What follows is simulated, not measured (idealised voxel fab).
Name of the process module below: voxel transistor to metal
Shown is cross-section cut, with a width of 190 nm and square cells of size 5 nm.
Cross-section format: a grid of square cells, given as bands from top to bottom; each band is one or more rows of cells.
Look at the band entry: it leads with the top's height and the bottom's height in nm. Then it lists the materials left to right, with a width in nm for each. The word "throughout" on a single material says that material fills the band edge to edge. The word "empty" is empty space.
Heights are expressed relative to 0, this being the level below which the as-received wafer comprises one material exclusively. The lowest band is unbounded in the downward direction and is denoted as in "top 0, no bottom".
The two numbers in a width such as "30 to 40" mark its ends across the band: the first belongs to the top row of cells, the second to the bottom row, and from each row to the next the width moves by the same amount.
When a step is marked "remained the same", none of the cells in the cross-section changed during that step.
Any empty space of 8 cells or more lacking an open way to the top shows up in "Voids, fully enclosed" as width x height at distance, distance from the left edge, in nm.
On a step's line, text after the settings is the simulator commenting on that step.
"overlay nm" denotes, for a step that has a mask, the displacement of the mask to the right of its planned place, with negative values corresponding to the left.

**Here's what the planned process steps look like**
1) RECEIVE, material Si
2) OXIDIZE, depth nm 5
3) CONFORMAL_DEP, material SiN, thk nm 15
4) PATTERN, tone cover, mask id ACTIVE, material resist, width nm 115, thk nm 20, overlay nm 0
5) DIRECTIONAL_ETCH, etch materials SiN, depth nm 15
6) DIRECTIONAL_ETCH, etch materials SiO2, depth nm 5
7) DIRECTIONAL_ETCH, etch materials Si, depth nm 30
8) STRIP, etch materials resist
9) OXIDIZE, depth nm 5
10) FILL_DEP, material SiO2, thk nm 15
11) CMP, height nm 15
12) SELECTIVE_ETCH, etch materials SiO2, depth nm 15
13) STRIP, etch materials SiN
14) SELECTIVE_ETCH, etch materials SiO2, depth nm 5
15) OXIDIZE, depth nm 5
16) DIRECTIONAL_DEP, material polySi, thk nm 20
17) DIRECTIONAL_DEP, material SiCN, thk nm 15
18) DIRECTIONAL_DEP, material aC, thk nm 15
19) PATTERN, tone cover, mask id GATE, material resist, width nm 35, thk nm 35, overlay nm 0
20) DIRECTIONAL_ETCH, etch materials aC, depth nm 15
21) STRIP, etch materials resist
22) DIRECTIONAL_ETCH, etch materials SiCN, depth nm 25
23) DIRECTIONAL_ETCH, etch materials polySi, depth nm 30
24) STRIP, etch materials aC
25) CONFORMAL_DEP, material SiN, thk nm 10
26) DIRECTIONAL_ETCH, etch materials SiN, depth nm 10
27) DIRECTIONAL_ETCH, etch materials SiO2, depth nm 5
28) DIRECTIONAL_ETCH, etch materials Si, depth nm 15
29) EPI, material SiGe, thk nm 15
30) FILL_DEP, material SiO2, thk nm 5
31) CMP, height nm 15
32) STRIP, etch materials polySi
33) SELECTIVE_ETCH, etch materials SiO2, depth nm 5
34) CONFORMAL_DEP, material HfO2, thk nm 5
35) CONFORMAL_DEP, material TiN, thk nm 5
36) FILL_DEP, material W, thk nm 10
37) CMP, height nm 10
38) DIRECTIONAL_DEP, material SiO2, thk nm 10
39) DIRECTIONAL_DEP, material aC, thk nm 15
40) PATTERN, tone open, mask id CONTACT, material resist, width nm 15, pitch nm 80, thk nm 30, overlay nm 0
41) DIRECTIONAL_ETCH, etch materials aC, depth nm 15
42) STRIP, etch materials resist
43) DIRECTIONAL_ETCH, etch materials SiO2, depth nm 30
44) STRIP, etch materials aC
45) CONFORMAL_DEP, material TiN, thk nm 5
46) FILL_DEP, material Ru, thk nm 5
47) CMP, height nm 20
48) CONFORMAL_DEP, material SiCN, thk nm 5
49) DIRECTIONAL_DEP, material SiO2, thk nm 25
50) MASKED_ETCH, tone open, mask id METAL_1, width nm 15, pitch nm 80, etch materials SiO2, depth nm 25, overlay nm 0
51) MASKED_ETCH, tone open, mask id METAL_1, width nm 15, pitch nm 80, etch materials SiCN, depth nm 5, overlay nm 0
52) CONFORMAL_DEP, material TiN, thk nm 5
53) FILL_DEP, material Cu, thk nm 10
54) CMP, height nm 50
55) CONFORMAL_DEP, material SiCN, thk nm 5

**The first of two wafers, run as planned**

**The cross-section here shows the wafer as received, i.e. in its state after step 1**
	top 0, no bottom: Si throughout
	Voids, fully enclosed: none

**How the wafer stands in section after step 2**
	top 0, bottom -5: SiO2 throughout
	Under -5: no change, same as before.

**How the wafer stands in section after step 3**
	top 15, bottom 0: SiN throughout
	Under 0: no change, same as before.

**How the wafer stands in section after step 4**
	top 35, bottom 15: 35 of empty / 115 of resist / 40 of empty
	Under 15: no change, same as before.

**How the wafer stands in section after step 5**
	top 35, bottom 15: 35 of empty / 115 of resist / 40 of empty
	top 15, bottom 0: 35 of empty / 115 of SiN / 40 of empty
	Under 0: no change, same as before.

**How the wafer stands in section after step 6**
	top 35, bottom 15: 35 of empty / 115 of resist / 40 of empty
	top 15, bottom 0: 35 of empty / 115 of SiN / 40 of empty
	top 0, bottom -5: 35 of empty / 115 of SiO2 / 40 of empty
	Under -5: no change, same as before.

**How the wafer stands in section after step 7**
	top 35, bottom 15: 35 of empty / 115 of resist / 40 of empty
	top 15, bottom 0: 35 of empty / 115 of SiN / 40 of empty
	top 0, bottom -5: 35 of empty / 115 of SiO2 / 40 of empty
	top -5, bottom -35: 35 of empty / 115 of Si / 40 of empty
	Under -35: no change, same as before.

**How the wafer stands in section after step 8**
	top 15, bottom 0: 35 of empty / 115 of SiN / 40 of empty
	Under 0: no change, same as before.

**How the wafer stands in section after step 9**
	top 15, bottom 0: 35 of empty / 115 of SiN / 40 of empty
	top 0, bottom -5: 35 of empty / 115 of SiO2 / 40 of empty
	top -5, bottom -35: 35 of empty / 5 of SiO2 / 105 of Si / 5 of SiO2 / 40 of empty
	top -35, bottom -40: 40 of SiO2 / 105 of Si / 45 of SiO2
	Under -40: no change, same as before.

**How the wafer stands in section after step 10**
	top 30, bottom 15: SiO2 throughout
	top 15, bottom 0: 35 of SiO2 / 115 of SiN / 40 of SiO2
	top 0, bottom -5: SiO2 throughout
	top -5, bottom -40: 40 of SiO2 / 105 of Si / 45 of SiO2
	Under -40: no change, same as before.

**How the wafer stands in section after step 11**
	top 15, bottom 0: 35 of SiO2 / 115 of SiN / 40 of SiO2
	Under 0: no change, same as before.

**How the wafer stands in section after step 12**
	top 15, bottom 0: 35 of empty / 115 of SiN / 40 of empty
	Under 0: no change, same as before.

**How the wafer stands in section after step 13**
	top 0, bottom -5: SiO2 throughout
	Under -5: no change, same as before.

**How the wafer stands in section after step 14**
	top -5, bottom -40: 40 of SiO2 / 105 of Si / 45 of SiO2
	Under -40: no change, same as before.

**How the wafer stands in section after step 15**
	top -5, bottom -10: SiO2 throughout
	Under -10: no change, same as before.

**How the wafer stands in section after step 16**
	top 15, bottom -5: polySi throughout
	Under -5: no change, same as before.

**How the wafer stands in section after step 17**
	top 30, bottom 15: SiCN throughout
	Under 15: no change, same as before.

**How the wafer stands in section after step 18**
	top 45, bottom 30: aC throughout
	Under 30: no change, same as before.

**How the wafer stands in section after step 19**
	top 80, bottom 45: 75 of empty / 35 of resist / 80 of empty
	Under 45: no change, same as before.

**How the wafer stands in section after step 20**
	top 65, bottom 45: 75 of empty / 35 of resist / 80 of empty
	top 45, bottom 30: 75 of empty / 35 of aC / 80 of empty
	Under 30: no change, same as before.

**How the wafer stands in section after step 21**
	top 45, bottom 30: 75 of empty / 35 of aC / 80 of empty
	Under 30: no change, same as before.

**How the wafer stands in section after step 22**
	top 45, bottom 30: 75 of empty / 35 of aC / 80 of empty
	top 30, bottom 15: 75 of empty / 35 of SiCN / 80 of empty
	Under 15: no change, same as before.

**How the wafer stands in section after step 23**
	top 45, bottom 30: 75 of empty / 35 of aC / 80 of empty
	top 30, bottom 15: 75 of empty / 35 of SiCN / 80 of empty
	top 15, bottom -5: 75 of empty / 35 of polySi / 80 of empty
	Under -5: no change, same as before.

**How the wafer stands in section after step 24**
	top 30, bottom 15: 75 of empty / 35 of SiCN / 80 of empty
	Under 15: no change, same as before.

**How the wafer stands in section after step 25**
	top 40, bottom 30: 65 of empty / 55 of SiN / 70 of empty
	top 30, bottom 15: 65 of empty / 10 of SiN / 35 of SiCN / 10 of SiN / 70 of empty
	top 15, bottom 5: 65 of empty / 10 of SiN / 35 of polySi / 10 of SiN / 70 of empty
	top 5, bottom -5: 75 of SiN / 35 of polySi / 80 of SiN
	Under -5: no change, same as before.

**How the wafer stands in section after step 26**
	top 30, bottom 15: 65 of empty / 10 of SiN / 35 of SiCN / 10 of SiN / 70 of empty
	top 15, bottom -5: 65 of empty / 10 of SiN / 35 of polySi / 10 of SiN / 70 of empty
	Under -5: no change, same as before.

**How the wafer stands in section after step 27**
	top 30, bottom 15: 65 of empty / 10 of SiN / 35 of SiCN / 10 of SiN / 70 of empty
	top 15, bottom -5: 65 of empty / 10 of SiN / 35 of polySi / 10 of SiN / 70 of empty
	top -5, bottom -10: 65 of empty / 55 of SiO2 / 70 of empty
	Under -10: no change, same as before.

**How the wafer stands in section after step 28**
	top 30, bottom 15: 65 of empty / 10 of SiN / 35 of SiCN / 10 of SiN / 70 of empty
	top 15, bottom -5: 65 of empty / 10 of SiN / 35 of polySi / 10 of SiN / 70 of empty
	top -5, bottom -10: 65 of empty / 55 of SiO2 / 70 of empty
	top -10, bottom -25: 40 of SiO2 / 25 of empty / 55 of Si / 25 of empty / 45 of SiO2
	Under -25: no change, same as before.

**How the wafer stands in section after step 29**
	top 30, bottom 15: 65 of empty / 10 of SiN / 35 of SiCN / 10 of SiN / 70 of empty
	top 15, bottom 5: 65 of empty / 10 of SiN / 35 of polySi / 10 of SiN / 70 of empty
	top 5, bottom -5: 50 of empty / 15 of SiGe / 10 of SiN / 35 of polySi / 10 of SiN / 15 of SiGe / 55 of empty
	top -5, bottom -10: 50 of empty / 15 of SiGe / 55 of SiO2 / 15 of SiGe / 55 of empty
	top -10, bottom -25: 40 of SiO2 / 25 of SiGe / 55 of Si / 25 of SiGe / 45 of SiO2
	Under -25: no change, same as before.

**How the wafer stands in section after step 30**
	top 35, bottom 30: SiO2 throughout
	top 30, bottom 15: 65 of SiO2 / 10 of SiN / 35 of SiCN / 10 of SiN / 70 of SiO2
	top 15, bottom 5: 65 of SiO2 / 10 of SiN / 35 of polySi / 10 of SiN / 70 of SiO2
	top 5, bottom -5: 50 of SiO2 / 15 of SiGe / 10 of SiN / 35 of polySi / 10 of SiN / 15 of SiGe / 55 of SiO2
	top -5, bottom -10: 50 of SiO2 / 15 of SiGe / 55 of SiO2 / 15 of SiGe / 55 of SiO2
	Under -10: no change, same as before.

**How the wafer stands in section after step 31**
	top 15, bottom 5: 65 of SiO2 / 10 of SiN / 35 of polySi / 10 of SiN / 70 of SiO2
	Under 5: no change, same as before.

**How the wafer stands in section after step 32**
	top 15, bottom 5: 65 of SiO2 / 10 of SiN / 35 of empty / 10 of SiN / 70 of SiO2
	top 5, bottom -5: 50 of SiO2 / 15 of SiGe / 10 of SiN / 35 of empty / 10 of SiN / 15 of SiGe / 55 of SiO2
	Under -5: no change, same as before.

**How the wafer stands in section after step 33**
	top 15, bottom 10: 65 of empty / 10 of SiN / 35 of empty / 10 of SiN / 70 of empty
	top 10, bottom 5: 65 of SiO2 / 10 of SiN / 35 of empty / 10 of SiN / 70 of SiO2
	top 5, bottom -5: 50 of SiO2 / 15 of SiGe / 10 of SiN / 35 of empty / 10 of SiN / 15 of SiGe / 55 of SiO2
	top -5, bottom -10: 50 of SiO2 / 15 of SiGe / 5 of SiO2 / 45 of empty / 5 of SiO2 / 15 of SiGe / 55 of SiO2
	Under -10: no change, same as before.

**How the wafer stands in section after step 34**
	top 20, bottom 15: 60 of empty / 20 of HfO2 / 25 of empty / 20 of HfO2 / 65 of empty
	top 15, bottom 10: 65 of HfO2 / 10 of SiN / 5 of HfO2 / 25 of empty / 5 of HfO2 / 10 of SiN / 70 of HfO2
	top 10, bottom 5: 65 of SiO2 / 10 of SiN / 5 of HfO2 / 25 of empty / 5 of HfO2 / 10 of SiN / 70 of SiO2
	top 5, bottom -5: 50 of SiO2 / 15 of SiGe / 10 of SiN / 5 of HfO2 / 25 of empty / 5 of HfO2 / 10 of SiN / 15 of SiGe / 55 of SiO2
	top -5, bottom -10: 50 of SiO2 / 15 of SiGe / 5 of SiO2 / 45 of HfO2 / 5 of SiO2 / 15 of SiGe / 55 of SiO2
	Under -10: no change, same as before.

**How the wafer stands in section after step 35**
	top 25, bottom 20: 55 of empty / 30 of TiN / 15 of empty / 30 of TiN / 60 of empty
	top 20, bottom 15: 60 of TiN / 20 of HfO2 / 5 of TiN / 15 of empty / 5 of TiN / 20 of HfO2 / 65 of TiN
	top 15, bottom 10: 65 of HfO2 / 10 of SiN / 5 of HfO2 / 5 of TiN / 15 of empty / 5 of TiN / 5 of HfO2 / 10 of SiN / 70 of HfO2
	top 10, bottom 5: 65 of SiO2 / 10 of SiN / 5 of HfO2 / 5 of TiN / 15 of empty / 5 of TiN / 5 of HfO2 / 10 of SiN / 70 of SiO2
	top 5, bottom 0: 50 of SiO2 / 15 of SiGe / 10 of SiN / 5 of HfO2 / 5 of TiN / 15 of empty / 5 of TiN / 5 of HfO2 / 10 of SiN / 15 of SiGe / 55 of SiO2
	top 0, bottom -5: 50 of SiO2 / 15 of SiGe / 10 of SiN / 5 of HfO2 / 25 of TiN / 5 of HfO2 / 10 of SiN / 15 of SiGe / 55 of SiO2
	Under -5: no change, same as before.

**How the wafer stands in section after step 36**
	top 35, bottom 25: W throughout
	top 25, bottom 20: 55 of W / 30 of TiN / 15 of W / 30 of TiN / 60 of W
	top 20, bottom 15: 60 of TiN / 20 of HfO2 / 5 of TiN / 15 of W / 5 of TiN / 20 of HfO2 / 65 of TiN
	top 15, bottom 10: 65 of HfO2 / 10 of SiN / 5 of HfO2 / 5 of TiN / 15 of W / 5 of TiN / 5 of HfO2 / 10 of SiN / 70 of HfO2
	top 10, bottom 5: 65 of SiO2 / 10 of SiN / 5 of HfO2 / 5 of TiN / 15 of W / 5 of TiN / 5 of HfO2 / 10 of SiN / 70 of SiO2
	top 5, bottom 0: 50 of SiO2 / 15 of SiGe / 10 of SiN / 5 of HfO2 / 5 of TiN / 15 of W / 5 of TiN / 5 of HfO2 / 10 of SiN / 15 of SiGe / 55 of SiO2
	Under 0: no change, same as before.

**How the wafer stands in section after step 37**
	top 10, bottom 5: 65 of SiO2 / 10 of SiN / 5 of HfO2 / 5 of TiN / 15 of W / 5 of TiN / 5 of HfO2 / 10 of SiN / 70 of SiO2
	Under 5: no change, same as before.

**How the wafer stands in section after step 38**
	top 20, bottom 10: SiO2 throughout
	Under 10: no change, same as before.

**How the wafer stands in section after step 39**
	top 35, bottom 20: aC throughout
	Under 20: no change, same as before.

**How the wafer stands in section after step 40**
	top 65, bottom 35: 45 of resist / 15 of empty / 65 of resist / 15 of empty / 50 of resist
	Under 35: no change, same as before.

**How the wafer stands in section after step 41**
	top 50, bottom 35: 45 of resist / 15 of empty / 65 of resist / 15 of empty / 50 of resist
	top 35, bottom 20: 45 of aC / 15 of empty / 65 of aC / 15 of empty / 50 of aC
	Under 20: no change, same as before.

**How the wafer stands in section after step 42**
	top 35, bottom 20: 45 of aC / 15 of empty / 65 of aC / 15 of empty / 50 of aC
	Under 20: no change, same as before.

**How the wafer stands in section after step 43**
	top 35, bottom 20: 45 of aC / 15 of empty / 65 of aC / 15 of empty / 50 of aC
	top 20, bottom 10: 45 of SiO2 / 15 of empty / 65 of SiO2 / 15 of empty / 50 of SiO2
	top 10, bottom 5: 45 of SiO2 / 15 of empty / 5 of SiO2 / 10 of SiN / 5 of HfO2 / 5 of TiN / 15 of W / 5 of TiN / 5 of HfO2 / 10 of SiN / 5 of SiO2 / 15 of empty / 50 of SiO2
	top 5, bottom 0: 45 of SiO2 / 5 of empty / 15 of SiGe / 10 of SiN / 5 of HfO2 / 5 of TiN / 15 of W / 5 of TiN / 5 of HfO2 / 10 of SiN / 15 of SiGe / 5 of empty / 50 of SiO2
	top 0, bottom -5: 45 of SiO2 / 5 of empty / 15 of SiGe / 10 of SiN / 5 of HfO2 / 25 of TiN / 5 of HfO2 / 10 of SiN / 15 of SiGe / 5 of empty / 50 of SiO2
	top -5, bottom -10: 45 of SiO2 / 5 of empty / 15 of SiGe / 5 of SiO2 / 45 of HfO2 / 5 of SiO2 / 15 of SiGe / 5 of empty / 50 of SiO2
	Under -10: no change, same as before.

**How the wafer stands in section after step 44**
	top 20, bottom 10: 45 of SiO2 / 15 of empty / 65 of SiO2 / 15 of empty / 50 of SiO2
	Under 10: no change, same as before.

**How the wafer stands in section after step 45**
	top 25, bottom 20: 50 of TiN / 5 of empty / 75 of TiN / 5 of empty / 55 of TiN
	top 20, bottom 10: 45 of SiO2 / 5 of TiN / 5 of empty / 5 of TiN / 65 of SiO2 / 5 of TiN / 5 of empty / 5 of TiN / 50 of SiO2
	top 10, bottom 5: 45 of SiO2 / 15 of TiN / 5 of SiO2 / 10 of SiN / 5 of HfO2 / 5 of TiN / 15 of W / 5 of TiN / 5 of HfO2 / 10 of SiN / 5 of SiO2 / 15 of TiN / 50 of SiO2
	top 5, bottom 0: 45 of SiO2 / 5 of TiN / 15 of SiGe / 10 of SiN / 5 of HfO2 / 5 of TiN / 15 of W / 5 of TiN / 5 of HfO2 / 10 of SiN / 15 of SiGe / 5 of TiN / 50 of SiO2
	top 0, bottom -5: 45 of SiO2 / 5 of TiN / 15 of SiGe / 10 of SiN / 5 of HfO2 / 25 of TiN / 5 of HfO2 / 10 of SiN / 15 of SiGe / 5 of TiN / 50 of SiO2
	top -5, bottom -10: 45 of SiO2 / 5 of TiN / 15 of SiGe / 5 of SiO2 / 45 of HfO2 / 5 of SiO2 / 15 of SiGe / 5 of TiN / 50 of SiO2
	Under -10: no change, same as before.

**How the wafer stands in section after step 46**
	top 30, bottom 25: Ru throughout
	top 25, bottom 20: 50 of TiN / 5 of Ru / 75 of TiN / 5 of Ru / 55 of TiN
	top 20, bottom 10: 45 of SiO2 / 5 of TiN / 5 of Ru / 5 of TiN / 65 of SiO2 / 5 of TiN / 5 of Ru / 5 of TiN / 50 of SiO2
	Under 10: no change, same as before.

**How the wafer stands in section after step 47**
	top 20, bottom 10: 45 of SiO2 / 5 of TiN / 5 of Ru / 5 of TiN / 65 of SiO2 / 5 of TiN / 5 of Ru / 5 of TiN / 50 of SiO2
	Under 10: no change, same as before.

**How the wafer stands in section after step 48**
	top 25, bottom 20: SiCN throughout
	Under 20: no change, same as before.

**How the wafer stands in section after step 49**
	top 50, bottom 25: SiO2 throughout
	Under 25: no change, same as before.

**How the wafer stands in section after step 50**
	top 50, bottom 25: 45 of SiO2 / 15 of empty / 65 of SiO2 / 15 of empty / 50 of SiO2
	Under 25: no change, same as before.

**How the wafer stands in section after step 51**
	top 50, bottom 25: 45 of SiO2 / 15 of empty / 65 of SiO2 / 15 of empty / 50 of SiO2
	top 25, bottom 20: 45 of SiCN / 15 of empty / 65 of SiCN / 15 of empty / 50 of SiCN
	Under 20: no change, same as before.

**How the wafer stands in section after step 52**
	top 55, bottom 50: 50 of TiN / 5 of empty / 75 of TiN / 5 of empty / 55 of TiN
	top 50, bottom 25: 45 of SiO2 / 5 of TiN / 5 of empty / 5 of TiN / 65 of SiO2 / 5 of TiN / 5 of empty / 5 of TiN / 50 of SiO2
	top 25, bottom 20: 45 of SiCN / 15 of TiN / 65 of SiCN / 15 of TiN / 50 of SiCN
	Under 20: no change, same as before.

**How the wafer stands in section after step 53**
	top 65, bottom 55: Cu throughout
	top 55, bottom 50: 50 of TiN / 5 of Cu / 75 of TiN / 5 of Cu / 55 of TiN
	top 50, bottom 25: 45 of SiO2 / 5 of TiN / 5 of Cu / 5 of TiN / 65 of SiO2 / 5 of TiN / 5 of Cu / 5 of TiN / 50 of SiO2
	Under 25: no change, same as before.

**How the wafer stands in section after step 54**
	top 50, bottom 25: 45 of SiO2 / 5 of TiN / 5 of Cu / 5 of TiN / 65 of SiO2 / 5 of TiN / 5 of Cu / 5 of TiN / 50 of SiO2
	Under 25: no change, same as before.

**How the wafer stands in section after step 55**
	top 55, bottom 50: SiCN throughout
	Under 50: no change, same as before.

**Now the other wafer: same start, same recipe, but we messed up one thing when running it. Up to and including step 47 it's the same as the first one**

**when step 48 should have ended**
	top 25, bottom 20: SiO2 throughout
	Under 20: no change, same as before.

**when step 49 should have ended**
	top 50, bottom 20: SiO2 throughout
	Under 20: no change, same as before.

**when step 50 should have ended**
	top 50, bottom 25: 45 of SiO2 / 15 of empty / 65 of SiO2 / 15 of empty / 50 of SiO2
	Under 25: no change, same as before.

when step 51 should have ended: remained the same

**when step 52 should have ended**
	top 55, bottom 50: 50 of TiN / 5 of empty / 75 of TiN / 5 of empty / 55 of TiN
	top 50, bottom 30: 45 of SiO2 / 5 of TiN / 5 of empty / 5 of TiN / 65 of SiO2 / 5 of TiN / 5 of empty / 5 of TiN / 50 of SiO2
	top 30, bottom 25: 45 of SiO2 / 15 of TiN / 65 of SiO2 / 15 of TiN / 50 of SiO2
	Under 25: no change, same as before.

**when step 53 should have ended**
	top 65, bottom 55: Cu throughout
	top 55, bottom 50: 50 of TiN / 5 of Cu / 75 of TiN / 5 of Cu / 55 of TiN
	top 50, bottom 30: 45 of SiO2 / 5 of TiN / 5 of Cu / 5 of TiN / 65 of SiO2 / 5 of TiN / 5 of Cu / 5 of TiN / 50 of SiO2
	Under 30: no change, same as before.

**when step 54 should have ended**
	top 50, bottom 30: 45 of SiO2 / 5 of TiN / 5 of Cu / 5 of TiN / 65 of SiO2 / 5 of TiN / 5 of Cu / 5 of TiN / 50 of SiO2
	Under 30: no change, same as before.

**when step 55 should have ended**
	top 55, bottom 50: SiCN throughout
	Under 50: no change, same as before.
Misprocessing identified: so step 48 ended up running with a different setting than we planned, it ran as CONFORMAL_DEP, material SiO2, thk nm 5
FYI, end of process, the second wafer has more or fewer cells of some materials than the first: Cu -2, SiCN -32, SiO2 +38, TiN -4
